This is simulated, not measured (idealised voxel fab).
process module | voxel capacitor over wiring
cross-section cut | 270 nm wide | cells 5 nm
A cross-section is a grid of square cells, given in bands from the top down. A band is one or more rows of cells.
Each band's line starts with the height of the band's top and of its bottom, in nm. Then come its materials from left to right, each with its width in nm. One material with "throughout" fills the band from edge to edge. "air" is empty space.
Height 0 is the level under which the wafer as received is all one material. The lowest band goes on downwards, as in "0 down".
A width such as "30 to 40" changes by the same amount from each row of cells to the next, from the band's top row to its bottom row.
"no change" after a step means that no cell of the cross-section changed.
closed voids: empty space of 8 cells or more with no open way to the top, each as width x height at its distance from the left edge, in nm
after a step's settings: what the simulator itself notes on the step
overlay nm, on a step with a mask: how far to the right of its planned place the mask lay; to the left if negative
plan
1 op RECEIVE | material Si
2 op CONFORMAL_DEP | material SiO2 | thk nm 10
3 op CONFORMAL_DEP | material SiN | thk nm 5
4 op DIRECTIONAL_DEP | material SiO2 | thk nm 20
5 op DIRECTIONAL_DEP | material aC | thk nm 10
6 op PATTERN | tone open | mask id METAL_1 | material resist | width nm 25 | pitch nm 90 | thk nm 25 | overlay nm 0
7 op DIRECTIONAL_ETCH | etch materials aC | depth nm 10
8 op STRIP | etch materials resist
9 op DIRECTIONAL_ETCH | etch materials SiO2 | depth nm 20
10 op DIRECTIONAL_ETCH | etch materials SiN | depth nm 5
11 op STRIP | etch materials aC
12 op CONFORMAL_DEP | material TiN | thk nm 5
13 op FILL_DEP | material W | thk nm 10
14 op CMP | height nm 35
15 op CONFORMAL_DEP | material SiCN | thk nm 5
16 op DIRECTIONAL_DEP | material lowk | thk nm 15
17 op PATTERN | tone open | mask id PLUG_1 | material resist | width nm 15 | thk nm 15 | overlay nm 0
18 op DIRECTIONAL_ETCH | etch materials lowk | depth nm 15
19 op DIRECTIONAL_ETCH | etch materials SiCN | depth nm 5
20 op STRIP | etch materials resist
21 op EPI | material Ru | thk nm 10
22 op EPI | material Ru | thk nm 10
23 op DIRECTIONAL_DEP | material TiN | thk nm 10
24 op DIRECTIONAL_DEP | material HfO2 | thk nm 5
25 op DIRECTIONAL_DEP | material TiN | thk nm 5
26 op PATTERN | tone cover | mask id UPPER_PLATE | material resist | width nm 70 | thk nm 15 | overlay nm 0
27 op DIRECTIONAL_ETCH | etch materials TiN | depth nm 5
28 op DIRECTIONAL_ETCH | etch materials HfO2 | depth nm 5
29 op STRIP | etch materials resist
30 op MASKED_ETCH | tone cover | mask id LOWER_PLATE | width nm 80 | etch materials TiN | depth nm 10 | overlay nm 0
31 op FILL_DEP | material SiO2 | thk nm 20
32 op CMP | height nm 90
33 op MASKED_ETCH | tone open | mask id PLUG_2 | width nm 15 | etch materials SiO2 | depth nm 15 | overlay nm 0
34 op CONFORMAL_DEP | material TiN | thk nm 5
35 op FILL_DEP | material W | thk nm 5
36 op CMP | height nm 90
37 op CONFORMAL_DEP | material SiN | thk nm 5
as received, after step 1
  0 down: Si throughout
  closed voids: none
first wafer at the end, as planned
  95 to 90: SiN throughout
  90 to 80: SiO2 95 | TiN 5 | W 5 | TiN 5 | SiO2 160
  80 to 70: SiO2 95 to 85 | TiN 15 to 70 | SiO2 160 to 115
  70 to 65: SiO2 85 | HfO2 70 | SiO2 115
  65 to 55: SiO2 80 | TiN 80 | SiO2 110
  55 to 40: lowk 85 | Ru 15 | lowk 170
  40 to 35: SiCN 85 | Ru 15 | SiCN 170
  35 to 15: SiO2 75 | TiN 5 | W 15 | TiN 5 | SiO2 65 | TiN 5 | W 15 | TiN 5 | SiO2 80
  15 to 10: SiN 75 | TiN 25 | SiN 65 | TiN 25 | SiN 80
  10 to 0: SiO2 throughout
  0 down: Si throughout
  closed voids: none
second wafer at the end: like start, like plan, one mistake
  95 to 90: SiN throughout
  90 to 80: SiO2 95 | TiN 5 | W 5 | TiN 5 | SiO2 160
  80 to 70: SiO2 95 to 85 | TiN 15 to 70 | SiO2 160 to 115
  70 to 65: SiO2 85 | HfO2 70 | SiO2 115
  65 to 55: SiO2 80 | TiN 80 | SiO2 110
  55 to 40: lowk 75 | Ru 15 | lowk 180
  40 to 35: SiCN 75 | Ru 15 | SiCN 180
  35 to 15: SiO2 75 | TiN 5 | W 15 | TiN 5 | SiO2 65 | TiN 5 | W 15 | TiN 5 | SiO2 80
  15 to 10: SiN 75 | TiN 25 | SiN 65 | TiN 25 | SiN 80
  10 to 0: SiO2 throughout
  0 down: Si throughout
  closed voids: none
what went wrong: step 17 ran as: op PATTERN | tone open | mask id PLUG_1 | material resist | width nm 15 | thk nm 15 | overlay nm -10
at the end the second wafer has, in cells: as many of each material as the first, in other places
